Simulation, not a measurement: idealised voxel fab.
Process module, titled voxel lift off
The cross-section shown here is cut; it is 290 nm wide and divided into square cells measuring 5 nm on a side.
Reading order for cross-sections: top band down to bottom band. Underlying form: a grid of square cells. Band size: one or more rows of cells.
In this notation a band is specified by the heights of its top and bottom, in that order and in nm, after which its materials appear from left to right, each paired with its width in nm. The word "edge to edge" attached to a single material means that material fills the band from edge to edge; the word "empty" stands for empty space.
Basically, 0 is our baseline, since under it the wafer straight out of the box is all one material. The bottom band has no lower end and keeps on going down, so it looks like "0 -> down".
Quick explanation for "30->40": the width changes in equal steps down the rows of cells, from the first number in the band's top row to the second number in its bottom row.
"changes: none" -> step changed no cross-section cell.
"Closed empty spaces": empty spaces of 8 cells or more with no open way to the top, each given as width x height at distance, distance from the left edge, all in nm.
On a step's line, text after the settings is the simulator commenting on that step.
A step's line can hold "overlay nm"; with a mask on that step, the setting says how far right of the planned place the mask lay, while a negative setting says it lay to the left.

# The steps planned for the process are as follows
step 1: RECEIVE (material Si)
step 2: CONFORMAL_DEP (material SiO2; thk nm 5)
step 3: PATTERN (tone open; mask id LINES; material resist; width nm 15; pitch nm 40; thk nm 25; overlay nm 0)
step 4: DIRECTIONAL_DEP (material Ru; thk nm 10)
step 5: STRIP (etch materials resist)
step 6: CONFORMAL_DEP (material SiCN; thk nm 10)
Wafers differ in width nm at step 3; plan lists the first wafer's value; identical starting state.

# The first of several wafers in cross-section, exactly as it reached us after step 1
    0 -> down = Si edge to edge
    Closed empty spaces: none

# End of module: cross-section of the first of several wafers after step 6, the last step
    25 -> 15 = empty 105 nm, then SiCN 35 nm, then empty 5 nm, then SiCN 35 nm, then empty 110 nm
    15 -> 5 = SiCN 115 nm, then Ru 15 nm, then SiCN 25 nm, then Ru 15 nm, then SiCN 120 nm
    5 -> 0 = SiO2 edge to edge
    0 -> down = Si edge to edge
    Closed empty spaces: none

# The module's end: a cross-section of the last wafer
    25 -> 15 = empty 100 nm, then SiCN 85 nm, then empty 105 nm
    15 -> 5 = SiCN 110 nm, then Ru 25 nm, then SiCN 15 nm, then Ru 25 nm, then SiCN 115 nm
    5 -> 0 = SiO2 edge to edge
    0 -> down = Si edge to edge
    Closed empty spaces: none

# each wafer at the end: cells of each material gained (+) or lost (-) since it was received, then its closed voids
width nm 15 | +12 Ru | +132 SiCN | +58 SiO2 | Closed empty spaces: none
width nm 20 | +16 Ru | +132 SiCN | +58 SiO2 | Closed empty spaces: none
width nm 25 | +20 Ru | +130 SiCN | +58 SiO2 | Closed empty spaces: none
